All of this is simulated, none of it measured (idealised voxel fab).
Module name: voxel trench capacitor (process module)
Xsec cut, 280 nm wide, square cell size 5 nm.
Cross-section layout: square cells on a grid; listed as bands, top to bottom; a band spans one or more cell rows.
Read a band's entry like this: the first values are the height of its top and the height of its bottom in nm, and what follows is the sequence of materials from left to right, each with its width in nm. Note that "air" is empty space, and that a single material marked "full width" reaches across the band from edge to edge.
We count height from 0. Below that, the starting wafer is all one material. The lowest band never ends at the bottom but goes on down; see "top 0, no bottom" for how that is written.
Per-row width for "30->40": begins at first number (top row of band), ends at second number (bottom row), increment between rows held constant.
When a step is marked "remained unchanged", none of the cells in the cross-section changed during that step.
"closed voids" lists enclosed empty spaces (at least 8 cells, no open path upward to the top), each as width x height at distance from the left edge, in nm.
Note: text after step settings on the step line = simulator remark on that step.
overlay nm: on a step with a mask, how far right of its planned place the mask lay; negative means left.
Each of the pairs that make up the rest of this document says: here is the cross-section before one process step, here is the cross-section after it, drawn only down to the lowest band that changed, and here, under the pair, is the step lying between them with its settings. Different pairs may come from different runs of this module on the same starting wafer, so a pair continues from the pair above it only where its entry headed "Structure before processing" says so.

## Structure before processing
top 0, no bottom | Si full width
closed voids: none

## Cut View, Post-Step
top 10, bottom 0 | SiN full width
At heights below 0, the structure remains unaltered.
closed voids: none
Between the two cross-sections above, the process step reads CONFORMAL_DEP [material SiN] [thk nm 10]

Structure before processing: it's just the after picture from the pair right above this one.

## Cut View, Post-Step
top 10, bottom 0 | SiN 45 nm / air 25 nm / SiN 30 nm / air 25 nm / SiN 30 nm / air 25 nm / SiN 30 nm / air 25 nm / SiN 45 nm
At heights below 0, the structure remains unaltered.
closed voids: none
Between the two cross-sections above, the process step reads MASKED_ETCH [tone open] [mask id TRENCH] [width nm 25] [pitch nm 55] [etch materials SiN] [depth nm 10] [overlay nm 0]

Structure before processing: it's just the after picture from the pair right above this one.

## Cut View, Post-Step
top 10, bottom 0 | SiN 45 nm / air 25 nm / SiN 30 nm / air 25 nm / SiN 30 nm / air 25 nm / SiN 30 nm / air 25 nm / SiN 45 nm
top 0, bottom -30 | Si 45 nm / air 25 nm / Si 30 nm / air 25 nm / Si 30 nm / air 25 nm / Si 30 nm / air 25 nm / Si 45 nm
At heights below -30, the structure remains unaltered.
closed voids: none
Between the two cross-sections above, the process step reads MASKED_ETCH [tone open] [mask id TRENCH] [width nm 25] [pitch nm 55] [etch materials Si] [depth nm 30] [overlay nm 0]

Structure before processing: it's just the after picture from the pair right above this one.

## Cut View, Post-Step
top 15, bottom 10 | SiO2 50 nm / air 15 nm / SiO2 40 nm / air 15 nm / SiO2 40 nm / air 15 nm / SiO2 40 nm / air 15 nm / SiO2 50 nm
top 10, bottom 0 | SiN 45 nm / SiO2 5 nm / air 15 nm / SiO2 5 nm / SiN 30 nm / SiO2 5 nm / air 15 nm / SiO2 5 nm / SiN 30 nm / SiO2 5 nm / air 15 nm / SiO2 5 nm / SiN 30 nm / SiO2 5 nm / air 15 nm / SiO2 5 nm / SiN 45 nm
top 0, bottom -25 | Si 45 nm / SiO2 5 nm / air 15 nm / SiO2 5 nm / Si 30 nm / SiO2 5 nm / air 15 nm / SiO2 5 nm / Si 30 nm / SiO2 5 nm / air 15 nm / SiO2 5 nm / Si 30 nm / SiO2 5 nm / air 15 nm / SiO2 5 nm / Si 45 nm
top -25, bottom -30 | Si 45 nm / SiO2 25 nm / Si 30 nm / SiO2 25 nm / Si 30 nm / SiO2 25 nm / Si 30 nm / SiO2 25 nm / Si 45 nm
At heights below -30, the structure remains unaltered.
closed voids: none
Between the two cross-sections above, the process step reads CONFORMAL_DEP [material SiO2] [thk nm 5]

Structure before processing: it's just the after picture from the pair right above this one.

## Cut View, Post-Step
top 20, bottom 15 | polySi full width
top 15, bottom 10 | SiO2 50 nm / polySi 15 nm / SiO2 40 nm / polySi 15 nm / SiO2 40 nm / polySi 15 nm / SiO2 40 nm / polySi 15 nm / SiO2 50 nm
top 10, bottom 0 | SiN 45 nm / SiO2 5 nm / polySi 15 nm / SiO2 5 nm / SiN 30 nm / SiO2 5 nm / polySi 15 nm / SiO2 5 nm / SiN 30 nm / SiO2 5 nm / polySi 15 nm / SiO2 5 nm / SiN 30 nm / SiO2 5 nm / polySi 15 nm / SiO2 5 nm / SiN 45 nm
top 0, bottom -25 | Si 45 nm / SiO2 5 nm / polySi 15 nm / SiO2 5 nm / Si 30 nm / SiO2 5 nm / polySi 15 nm / SiO2 5 nm / Si 30 nm / SiO2 5 nm / polySi 15 nm / SiO2 5 nm / Si 30 nm / SiO2 5 nm / polySi 15 nm / SiO2 5 nm / Si 45 nm
At heights below -25, the structure remains unaltered.
closed voids: none
Between the two cross-sections above, the process step reads FILL_DEP [material polySi] [thk nm 5]

Structure before processing: it's just the after picture from the pair right above this one.

## Cut View, Post-Step
top 10, bottom 0 | SiN 45 nm / SiO2 5 nm / polySi 15 nm / SiO2 5 nm / SiN 30 nm / SiO2 5 nm / polySi 15 nm / SiO2 5 nm / SiN 30 nm / SiO2 5 nm / polySi 15 nm / SiO2 5 nm / SiN 30 nm / SiO2 5 nm / polySi 15 nm / SiO2 5 nm / SiN 45 nm
At heights below 0, the structure remains unaltered.
closed voids: none
Between the two cross-sections above, the process step reads CMP [height nm 10]

## Structure before processing
top 0, no bottom | Si full width
closed voids: none

## Cut View, Post-Step
top 0, bottom -30 | Si 45 nm / air 25 nm / Si 30 nm / air 25 nm / Si 30 nm / air 25 nm / Si 30 nm / air 25 nm / Si 45 nm
At heights below -30, the structure remains unaltered.
closed voids: none
Between the two cross-sections above, the process step reads MASKED_ETCH [tone open] [mask id TRENCH] [width nm 25] [pitch nm 55] [etch materials Si] [depth nm 30] [overlay nm 0]

Structure before processing: it's just the after picture from the pair right above this one.

## Cut View, Post-Step
top 5, bottom 0 | SiO2 50 nm / air 15 nm / SiO2 40 nm / air 15 nm / SiO2 40 nm / air 15 nm / SiO2 40 nm / air 15 nm / SiO2 50 nm
top 0, bottom -25 | Si 45 nm / SiO2 5 nm / air 15 nm / SiO2 5 nm / Si 30 nm / SiO2 5 nm / air 15 nm / SiO2 5 nm / Si 30 nm / SiO2 5 nm / air 15 nm / SiO2 5 nm / Si 30 nm / SiO2 5 nm / air 15 nm / SiO2 5 nm / Si 45 nm
top -25, bottom -30 | Si 45 nm / SiO2 25 nm / Si 30 nm / SiO2 25 nm / Si 30 nm / SiO2 25 nm / Si 30 nm / SiO2 25 nm / Si 45 nm
At heights below -30, the structure remains unaltered.
closed voids: none
Between the two cross-sections above, the process step reads CONFORMAL_DEP [material SiO2] [thk nm 5]

Structure before processing: it's just the after picture from the pair right above this one.

## Cut View, Post-Step
top 10, bottom 5 | polySi full width
top 5, bottom 0 | SiO2 50 nm / polySi 15 nm / SiO2 40 nm / polySi 15 nm / SiO2 40 nm / polySi 15 nm / SiO2 40 nm / polySi 15 nm / SiO2 50 nm
top 0, bottom -25 | Si 45 nm / SiO2 5 nm / polySi 15 nm / SiO2 5 nm / Si 30 nm / SiO2 5 nm / polySi 15 nm / SiO2 5 nm / Si 30 nm / SiO2 5 nm / polySi 15 nm / SiO2 5 nm / Si 30 nm / SiO2 5 nm / polySi 15 nm / SiO2 5 nm / Si 45 nm
At heights below -25, the structure remains unaltered.
closed voids: none
Between the two cross-sections above, the process step reads FILL_DEP [material polySi] [thk nm 5]

## Structure before processing
top 10, bottom 0 | SiN 45 nm / air 25 nm / SiN 30 nm / air 25 nm / SiN 30 nm / air 25 nm / SiN 30 nm / air 25 nm / SiN 45 nm
top 0, bottom -30 | Si 45 nm / air 25 nm / Si 30 nm / air 25 nm / Si 30 nm / air 25 nm / Si 30 nm / air 25 nm / Si 45 nm
top -30, no bottom | Si full width
closed voids: none

## Cut View, Post-Step
top 10, bottom 0 | SiN 45 nm / air 25 nm / SiN 30 nm / air 25 nm / SiN 30 nm / air 25 nm / SiN 30 nm / air 25 nm / SiN 45 nm
top 0, bottom -60 | Si 45 nm / air 25 nm / Si 30 nm / air 25 nm / Si 30 nm / air 25 nm / Si 30 nm / air 25 nm / Si 45 nm
At heights below -60, the structure remains unaltered.
closed voids: none
Between the two cross-sections above, the process step reads MASKED_ETCH [tone open] [mask id TRENCH] [width nm 25] [pitch nm 55] [etch materials Si] [depth nm 30] [overlay nm 0]

Structure before processing: it's just the after picture from the pair right above this one.

## Cut View, Post-Step
top 15, bottom 10 | SiO2 50 nm / air 15 nm / SiO2 40 nm / air 15 nm / SiO2 40 nm / air 15 nm / SiO2 40 nm / air 15 nm / SiO2 50 nm
top 10, bottom 0 | SiN 45 nm / SiO2 5 nm / air 15 nm / SiO2 5 nm / SiN 30 nm / SiO2 5 nm / air 15 nm / SiO2 5 nm / SiN 30 nm / SiO2 5 nm / air 15 nm / SiO2 5 nm / SiN 30 nm / SiO2 5 nm / air 15 nm / SiO2 5 nm / SiN 45 nm
top 0, bottom -55 | Si 45 nm / SiO2 5 nm / air 15 nm / SiO2 5 nm / Si 30 nm / SiO2 5 nm / air 15 nm / SiO2 5 nm / Si 30 nm / SiO2 5 nm / air 15 nm / SiO2 5 nm / Si 30 nm / SiO2 5 nm / air 15 nm / SiO2 5 nm / Si 45 nm
top -55, bottom -60 | Si 45 nm / SiO2 25 nm / Si 30 nm / SiO2 25 nm / Si 30 nm / SiO2 25 nm / Si 30 nm / SiO2 25 nm / Si 45 nm
At heights below -60, the structure remains unaltered.
closed voids: none
Between the two cross-sections above, the process step reads CONFORMAL_DEP [material SiO2] [thk nm 5]

Structure before processing: it's just the after picture from the pair right above this one.

## Cut View, Post-Step
top 20, bottom 15 | polySi full width
top 15, bottom 10 | SiO2 50 nm / polySi 15 nm / SiO2 40 nm / polySi 15 nm / SiO2 40 nm / polySi 15 nm / SiO2 40 nm / polySi 15 nm / SiO2 50 nm
top 10, bottom 0 | SiN 45 nm / SiO2 5 nm / polySi 15 nm / SiO2 5 nm / SiN 30 nm / SiO2 5 nm / polySi 15 nm / SiO2 5 nm / SiN 30 nm / SiO2 5 nm / polySi 15 nm / SiO2 5 nm / SiN 30 nm / SiO2 5 nm / polySi 15 nm / SiO2 5 nm / SiN 45 nm
top 0, bottom -55 | Si 45 nm / SiO2 5 nm / polySi 15 nm / SiO2 5 nm / Si 30 nm / SiO2 5 nm / polySi 15 nm / SiO2 5 nm / Si 30 nm / SiO2 5 nm / polySi 15 nm / SiO2 5 nm / Si 30 nm / SiO2 5 nm / polySi 15 nm / SiO2 5 nm / Si 45 nm
At heights below -55, the structure remains unaltered.
closed voids: none
Between the two cross-sections above, the process step reads FILL_DEP [material polySi] [thk nm 5]

Structure before processing: it's just the after picture from the pair right above this one.

## Cut View, Post-Step
top 10, bottom 0 | SiN 45 nm / SiO2 5 nm / polySi 15 nm / SiO2 5 nm / SiN 30 nm / SiO2 5 nm / polySi 15 nm / SiO2 5 nm / SiN 30 nm / SiO2 5 nm / polySi 15 nm / SiO2 5 nm / SiN 30 nm / SiO2 5 nm / polySi 15 nm / SiO2 5 nm / SiN 45 nm
At heights below 0, the structure remains unaltered.
closed voids: none
Between the two cross-sections above, the process step reads CMP [height nm 10]

## Structure before processing
top 0, no bottom | Si full width
closed voids: none

## Cut View, Post-Step
top 5, bottom 0 | SiN full width
At heights below 0, the structure remains unaltered.
closed voids: none
Between the two cross-sections above, the process step reads CONFORMAL_DEP [material SiN] [thk nm 5]

Structure before processing: it's just the after picture from the pair right above this one.

## Cut View, Post-Step
top 5, bottom 0 | SiN 45 nm / air 25 nm / SiN 30 nm / air 25 nm / SiN 30 nm / air 25 nm / SiN 30 nm / air 25 nm / SiN 45 nm
At heights below 0, the structure remains unaltered.
closed voids: none
Between the two cross-sections above, the process step reads MASKED_ETCH [tone open] [mask id TRENCH] [width nm 25] [pitch nm 55] [etch materials SiN] [depth nm 10] [overlay nm 0]

Structure before processing: it's just the after picture from the pair right above this one.

## Cut View, Post-Step
top 5, bottom 0 | SiN 45 nm / air 25 nm / SiN 30 nm / air 25 nm / SiN 30 nm / air 25 nm / SiN 30 nm / air 25 nm / SiN 45 nm
top 0, bottom -30 | Si 45 nm / air 25 nm / Si 30 nm / air 25 nm / Si 30 nm / air 25 nm / Si 30 nm / air 25 nm / Si 45 nm
At heights below -30, the structure remains unaltered.
closed voids: none
Between the two cross-sections above, the process step reads MASKED_ETCH [tone open] [mask id TRENCH] [width nm 25] [pitch nm 55] [etch materials Si] [depth nm 30] [overlay nm 0]

Structure before processing: it's just the after picture from the pair right above this one.

## Cut View, Post-Step
top 10, bottom 5 | SiO2 50 nm / air 15 nm / SiO2 40 nm / air 15 nm / SiO2 40 nm / air 15 nm / SiO2 40 nm / air 15 nm / SiO2 50 nm
top 5, bottom 0 | SiN 45 nm / SiO2 5 nm / air 15 nm / SiO2 5 nm / SiN 30 nm / SiO2 5 nm / air 15 nm / SiO2 5 nm / SiN 30 nm / SiO2 5 nm / air 15 nm / SiO2 5 nm / SiN 30 nm / SiO2 5 nm / air 15 nm / SiO2 5 nm / SiN 45 nm
top 0, bottom -25 | Si 45 nm / SiO2 5 nm / air 15 nm / SiO2 5 nm / Si 30 nm / SiO2 5 nm / air 15 nm / SiO2 5 nm / Si 30 nm / SiO2 5 nm / air 15 nm / SiO2 5 nm / Si 30 nm / SiO2 5 nm / air 15 nm / SiO2 5 nm / Si 45 nm
top -25, bottom -30 | Si 45 nm / SiO2 25 nm / Si 30 nm / SiO2 25 nm / Si 30 nm / SiO2 25 nm / Si 30 nm / SiO2 25 nm / Si 45 nm
At heights below -30, the structure remains unaltered.
closed voids: none
Between the two cross-sections above, the process step reads CONFORMAL_DEP [material SiO2] [thk nm 5]

Structure before processing: it's just the after picture from the pair right above this one.

## Cut View, Post-Step
top 15, bottom 10 | polySi full width
top 10, bottom 5 | SiO2 50 nm / polySi 15 nm / SiO2 40 nm / polySi 15 nm / SiO2 40 nm / polySi 15 nm / SiO2 40 nm / polySi 15 nm / SiO2 50 nm
top 5, bottom 0 | SiN 45 nm / SiO2 5 nm / polySi 15 nm / SiO2 5 nm / SiN 30 nm / SiO2 5 nm / polySi 15 nm / SiO2 5 nm / SiN 30 nm / SiO2 5 nm / polySi 15 nm / SiO2 5 nm / SiN 30 nm / SiO2 5 nm / polySi 15 nm / SiO2 5 nm / SiN 45 nm
top 0, bottom -25 | Si 45 nm / SiO2 5 nm / polySi 15 nm / SiO2 5 nm / Si 30 nm / SiO2 5 nm / polySi 15 nm / SiO2 5 nm / Si 30 nm / SiO2 5 nm / polySi 15 nm / SiO2 5 nm / Si 30 nm / SiO2 5 nm / polySi 15 nm / SiO2 5 nm / Si 45 nm
At heights below -25, the structure remains unaltered.
closed voids: none
Between the two cross-sections above, the process step reads FILL_DEP [material polySi] [thk nm 5]

Structure before processing: it's just the after picture from the pair right above this one.

## Cut View, Post-Step
top 10, bottom 5 | SiO2 50 nm / polySi 15 nm / SiO2 40 nm / polySi 15 nm / SiO2 40 nm / polySi 15 nm / SiO2 40 nm / polySi 15 nm / SiO2 50 nm
At heights below 5, the structure remains unaltered.
closed voids: none
Between the two cross-sections above, the process step reads CMP [height nm 10]

## Structure before processing
top 10, bottom 0 | SiN full width
top 0, no bottom | Si full width
closed voids: none

## Cut View, Post-Step
top 10, bottom 0 | SiN 50 nm / air 20 nm / SiN 35 nm / air 20 nm / SiN 35 nm / air 20 nm / SiN 35 nm / air 20 nm / SiN 45 nm
At heights below 0, the structure remains unaltered.
closed voids: none
Between the two cross-sections above, the process step reads MASKED_ETCH [tone open] [mask id TRENCH] [width nm 20] [pitch nm 55] [etch materials SiN] [depth nm 10] [overlay nm 0]

Structure before processing: it's just the after picture from the pair right above this one.

## Cut View, Post-Step
top 10, bottom 0 | SiN 50 nm / air 20 nm / SiN 35 nm / air 20 nm / SiN 35 nm / air 20 nm / SiN 35 nm / air 20 nm / SiN 45 nm
top 0, bottom -30 | Si 50 nm / air 20 nm / Si 35 nm / air 20 nm / Si 35 nm / air 20 nm / Si 35 nm / air 20 nm / Si 45 nm
At heights below -30, the structure remains unaltered.
closed voids: none
Between the two cross-sections above, the process step reads MASKED_ETCH [tone open] [mask id TRENCH] [width nm 25] [pitch nm 55] [etch materials Si] [depth nm 30] [overlay nm 0]

Structure before processing: it's just the after picture from the pair right above this one.

## Cut View, Post-Step
top 15, bottom 10 | SiO2 55 nm / air 10 nm / SiO2 45 nm / air 10 nm / SiO2 45 nm / air 10 nm / SiO2 45 nm / air 10 nm / SiO2 50 nm
top 10, bottom 0 | SiN 50 nm / SiO2 5 nm / air 10 nm / SiO2 5 nm / SiN 35 nm / SiO2 5 nm / air 10 nm / SiO2 5 nm / SiN 35 nm / SiO2 5 nm / air 10 nm / SiO2 5 nm / SiN 35 nm / SiO2 5 nm / air 10 nm / SiO2 5 nm / SiN 45 nm
top 0, bottom -25 | Si 50 nm / SiO2 5 nm / air 10 nm / SiO2 5 nm / Si 35 nm / SiO2 5 nm / air 10 nm / SiO2 5 nm / Si 35 nm / SiO2 5 nm / air 10 nm / SiO2 5 nm / Si 35 nm / SiO2 5 nm / air 10 nm / SiO2 5 nm / Si 45 nm
top -25, bottom -30 | Si 50 nm / SiO2 20 nm / Si 35 nm / SiO2 20 nm / Si 35 nm / SiO2 20 nm / Si 35 nm / SiO2 20 nm / Si 45 nm
At heights below -30, the structure remains unaltered.
closed voids: none
Between the two cross-sections above, the process step reads CONFORMAL_DEP [material SiO2] [thk nm 5]

Structure before processing: it's just the after picture from the pair right above this one.

## Cut View, Post-Step
top 20, bottom 15 | polySi full width
top 15, bottom 10 | SiO2 55 nm / polySi 10 nm / SiO2 45 nm / polySi 10 nm / SiO2 45 nm / polySi 10 nm / SiO2 45 nm / polySi 10 nm / SiO2 50 nm
top 10, bottom 0 | SiN 50 nm / SiO2 5 nm / polySi 10 nm / SiO2 5 nm / SiN 35 nm / SiO2 5 nm / polySi 10 nm / SiO2 5 nm / SiN 35 nm / SiO2 5 nm / polySi 10 nm / SiO2 5 nm / SiN 35 nm / SiO2 5 nm / polySi 10 nm / SiO2 5 nm / SiN 45 nm
top 0, bottom -25 | Si 50 nm / SiO2 5 nm / polySi 10 nm / SiO2 5 nm / Si 35 nm / SiO2 5 nm / polySi 10 nm / SiO2 5 nm / Si 35 nm / SiO2 5 nm / polySi 10 nm / SiO2 5 nm / Si 35 nm / SiO2 5 nm / polySi 10 nm / SiO2 5 nm / Si 45 nm
At heights below -25, the structure remains unaltered.
closed voids: none
Between the two cross-sections above, the process step reads FILL_DEP [material polySi] [thk nm 5]

Structure before processing: it's just the after picture from the pair right above this one.

## Cut View, Post-Step
top 10, bottom 0 | SiN 50 nm / SiO2 5 nm / polySi 10 nm / SiO2 5 nm / SiN 35 nm / SiO2 5 nm / polySi 10 nm / SiO2 5 nm / SiN 35 nm / SiO2 5 nm / polySi 10 nm / SiO2 5 nm / SiN 35 nm / SiO2 5 nm / polySi 10 nm / SiO2 5 nm / SiN 45 nm
At heights below 0, the structure remains unaltered.
closed voids: none
Between the two cross-sections above, the process step reads CMP [height nm 10]

## Structure before processing
top 10, bottom 0 | SiN 45 nm / air 25 nm / SiN 30 nm / air 25 nm / SiN 30 nm / air 25 nm / SiN 30 nm / air 25 nm / SiN 45 nm
top 0, no bottom | Si full width
closed voids: none

## Cut View, Post-Step
top 10, bottom 0 | SiN 45 nm / air 25 nm / SiN 30 nm / air 25 nm / SiN 30 nm / air 25 nm / SiN 30 nm / air 25 nm / SiN 45 nm
top 0, bottom -30 | Si 45 nm / air 20 nm / Si 35 nm / air 20 nm / Si 35 nm / air 20 nm / Si 35 nm / air 20 nm / Si 50 nm
At heights below -30, the structure remains unaltered.
closed voids: none
Between the two cross-sections above, the process step reads MASKED_ETCH [tone open] [mask id TRENCH] [width nm 25] [pitch nm 55] [etch materials Si] [depth nm 30] [overlay nm -5]

Structure before processing: it's just the after picture from the pair right above this one.

## Cut View, Post-Step
top 15, bottom 10 | SiO2 50 nm / air 15 nm / SiO2 40 nm / air 15 nm / SiO2 40 nm / air 15 nm / SiO2 40 nm / air 15 nm / SiO2 50 nm
top 10, bottom 0 | SiN 45 nm / SiO2 5 nm / air 15->10 nm / SiO2 5->10 nm / SiN 30 nm / SiO2 5 nm / air 15->10 nm / SiO2 5->10 nm / SiN 30 nm / SiO2 5 nm / air 15->10 nm / SiO2 5->10 nm / SiN 30 nm / SiO2 5 nm / air 15->10 nm / SiO2 5->10 nm / SiN 45 nm
top 0, bottom -25 | Si 45 nm / SiO2 5 nm / air 10 nm / SiO2 5 nm / Si 35 nm / SiO2 5 nm / air 10 nm / SiO2 5 nm / Si 35 nm / SiO2 5 nm / air 10 nm / SiO2 5 nm / Si 35 nm / SiO2 5 nm / air 10 nm / SiO2 5 nm / Si 50 nm
top -25, bottom -30 | Si 45 nm / SiO2 20 nm / Si 35 nm / SiO2 20 nm / Si 35 nm / SiO2 20 nm / Si 35 nm / SiO2 20 nm / Si 50 nm
At heights below -30, the structure remains unaltered.
closed voids: none
Between the two cross-sections above, the process step reads CONFORMAL_DEP [material SiO2] [thk nm 5]

Structure before processing: it's just the after picture from the pair right above this one.

## Cut View, Post-Step
top 20, bottom 15 | polySi full width
top 15, bottom 10 | SiO2 50 nm / polySi 15 nm / SiO2 40 nm / polySi 15 nm / SiO2 40 nm / polySi 15 nm / SiO2 40 nm / polySi 15 nm / SiO2 50 nm
top 10, bottom 0 | SiN 45 nm / SiO2 5 nm / polySi 15->10 nm / SiO2 5->10 nm / SiN 30 nm / SiO2 5 nm / polySi 15->10 nm / SiO2 5->10 nm / SiN 30 nm / SiO2 5 nm / polySi 15->10 nm / SiO2 5->10 nm / SiN 30 nm / SiO2 5 nm / polySi 15->10 nm / SiO2 5->10 nm / SiN 45 nm
top 0, bottom -25 | Si 45 nm / SiO2 5 nm / polySi 10 nm / SiO2 5 nm / Si 35 nm / SiO2 5 nm / polySi 10 nm / SiO2 5 nm / Si 35 nm / SiO2 5 nm / polySi 10 nm / SiO2 5 nm / Si 35 nm / SiO2 5 nm / polySi 10 nm / SiO2 5 nm / Si 50 nm
At heights below -25, the structure remains unaltered.
closed voids: none
Between the two cross-sections above, the process step reads FILL_DEP [material polySi] [thk nm 5]

Structure before processing: it's just the after picture from the pair right above this one.

## Cut View, Post-Step
top 10, bottom 0 | SiN 45 nm / SiO2 5 nm / polySi 15->10 nm / SiO2 5->10 nm / SiN 30 nm / SiO2 5 nm / polySi 15->10 nm / SiO2 5->10 nm / SiN 30 nm / SiO2 5 nm / polySi 15->10 nm / SiO2 5->10 nm / SiN 30 nm / SiO2 5 nm / polySi 15->10 nm / SiO2 5->10 nm / SiN 45 nm
At heights below 0, the structure remains unaltered.
closed voids: none
Between the two cross-sections above, the process step reads CMP [height nm 10]

## Structure before processing
top 15, bottom 10 | SiO2 50 nm / air 15 nm / SiO2 40 nm / air 15 nm / SiO2 40 nm / air 15 nm / SiO2 40 nm / air 15 nm / SiO2 50 nm
top 10, bottom 0 | SiN 45 nm / SiO2 5 nm / air 15 nm / SiO2 5 nm / SiN 30 nm / SiO2 5 nm / air 15 nm / SiO2 5 nm / SiN 30 nm / SiO2 5 nm / air 15 nm / SiO2 5 nm / SiN 30 nm / SiO2 5 nm / air 15 nm / SiO2 5 nm / SiN 45 nm
top 0, bottom -25 | Si 45 nm / SiO2 5 nm / air 15 nm / SiO2 5 nm / Si 30 nm / SiO2 5 nm / air 15 nm / SiO2 5 nm / Si 30 nm / SiO2 5 nm / air 15 nm / SiO2 5 nm / Si 30 nm / SiO2 5 nm / air 15 nm / SiO2 5 nm / Si 45 nm
top -25, bottom -30 | Si 45 nm / SiO2 25 nm / Si 30 nm / SiO2 25 nm / Si 30 nm / SiO2 25 nm / Si 30 nm / SiO2 25 nm / Si 45 nm
top -30, no bottom | Si full width
closed voids: none

## Cut View, Post-Step
top 20, bottom 15 | SiN full width
top 15, bottom 10 | SiO2 50 nm / SiN 15 nm / SiO2 40 nm / SiN 15 nm / SiO2 40 nm / SiN 15 nm / SiO2 40 nm / SiN 15 nm / SiO2 50 nm
top 10, bottom 0 | SiN 45 nm / SiO2 5 nm / SiN 15 nm / SiO2 5 nm / SiN 30 nm / SiO2 5 nm / SiN 15 nm / SiO2 5 nm / SiN 30 nm / SiO2 5 nm / SiN 15 nm / SiO2 5 nm / SiN 30 nm / SiO2 5 nm / SiN 15 nm / SiO2 5 nm / SiN 45 nm
top 0, bottom -25 | Si 45 nm / SiO2 5 nm / SiN 15 nm / SiO2 5 nm / Si 30 nm / SiO2 5 nm / SiN 15 nm / SiO2 5 nm / Si 30 nm / SiO2 5 nm / SiN 15 nm / SiO2 5 nm / Si 30 nm / SiO2 5 nm / SiN 15 nm / SiO2 5 nm / Si 45 nm
At heights below -25, the structure remains unaltered.
closed voids: none
Between the two cross-sections above, the process step reads FILL_DEP [material SiN] [thk nm 5]

Structure before processing: it's just the after picture from the pair right above this one.

## Cut View, Post-Step
top 10, bottom 0 | SiN 45 nm / SiO2 5 nm / SiN 15 nm / SiO2 5 nm / SiN 30 nm / SiO2 5 nm / SiN 15 nm / SiO2 5 nm / SiN 30 nm / SiO2 5 nm / SiN 15 nm / SiO2 5 nm / SiN 30 nm / SiO2 5 nm / SiN 15 nm / SiO2 5 nm / SiN 45 nm
At heights below 0, the structure remains unaltered.
closed voids: none
Between the two cross-sections above, the process step reads CMP [height nm 10]

## Structure before processing
top 10, bottom 0 | SiN full width
top 0, no bottom | Si full width
closed voids: none

## Cut View, Post-Step
top 10, bottom 0 | air 45 nm / SiN 25 nm / air 30 nm / SiN 25 nm / air 30 nm / SiN 25 nm / air 30 nm / SiN 25 nm / air 45 nm
At heights below 0, the structure remains unaltered.
closed voids: none
Between the two cross-sections above, the process step reads MASKED_ETCH [tone cover] [mask id TRENCH] [width nm 25] [pitch nm 55] [etch materials SiN] [depth nm 10] [overlay nm 0]

Structure before processing: it's just the after picture from the pair right above this one.

## Cut View, Post-Step
top 15, bottom 10 | air 40 nm / SiO2 35 nm / air 20 nm / SiO2 35 nm / air 20 nm / SiO2 35 nm / air 20 nm / SiO2 35 nm / air 40 nm
top 10, bottom 5 | air 40 nm / SiO2 5 nm / SiN 25 nm / SiO2 5 nm / air 20 nm / SiO2 5 nm / SiN 25 nm / SiO2 5 nm / air 20 nm / SiO2 5 nm / SiN 25 nm / SiO2 5 nm / air 20 nm / SiO2 5 nm / SiN 25 nm / SiO2 5 nm / air 40 nm
top 5, bottom 0 | SiO2 45 nm / SiN 25 nm / SiO2 30 nm / SiN 25 nm / SiO2 30 nm / SiN 25 nm / SiO2 30 nm / SiN 25 nm / SiO2 45 nm
At heights below 0, the structure remains unaltered.
closed voids: none
Between the two cross-sections above, the process step reads CONFORMAL_DEP [material SiO2] [thk nm 5]

Structure before processing: it's just the after picture from the pair right above this one.

## Cut View, Post-Step
top 20, bottom 15 | polySi full width
top 15, bottom 10 | polySi 40 nm / SiO2 35 nm / polySi 20 nm / SiO2 35 nm / polySi 20 nm / SiO2 35 nm / polySi 20 nm / SiO2 35 nm / polySi 40 nm
top 10, bottom 5 | polySi 40 nm / SiO2 5 nm / SiN 25 nm / SiO2 5 nm / polySi 20 nm / SiO2 5 nm / SiN 25 nm / SiO2 5 nm / polySi 20 nm / SiO2 5 nm / SiN 25 nm / SiO2 5 nm / polySi 20 nm / SiO2 5 nm / SiN 25 nm / SiO2 5 nm / polySi 40 nm
At heights below 5, the structure remains unaltered.
closed voids: none
Between the two cross-sections above, the process step reads FILL_DEP [material polySi] [thk nm 5]

Structure before processing: it's just the after picture from the pair right above this one.

## Cut View, Post-Step
top 10, bottom 5 | polySi 40 nm / SiO2 5 nm / SiN 25 nm / SiO2 5 nm / polySi 20 nm / SiO2 5 nm / SiN 25 nm / SiO2 5 nm / polySi 20 nm / SiO2 5 nm / SiN 25 nm / SiO2 5 nm / polySi 20 nm / SiO2 5 nm / SiN 25 nm / SiO2 5 nm / polySi 40 nm
At heights below 5, the structure remains unaltered.
closed voids: none
Between the two cross-sections above, the process step reads CMP [height nm 10]
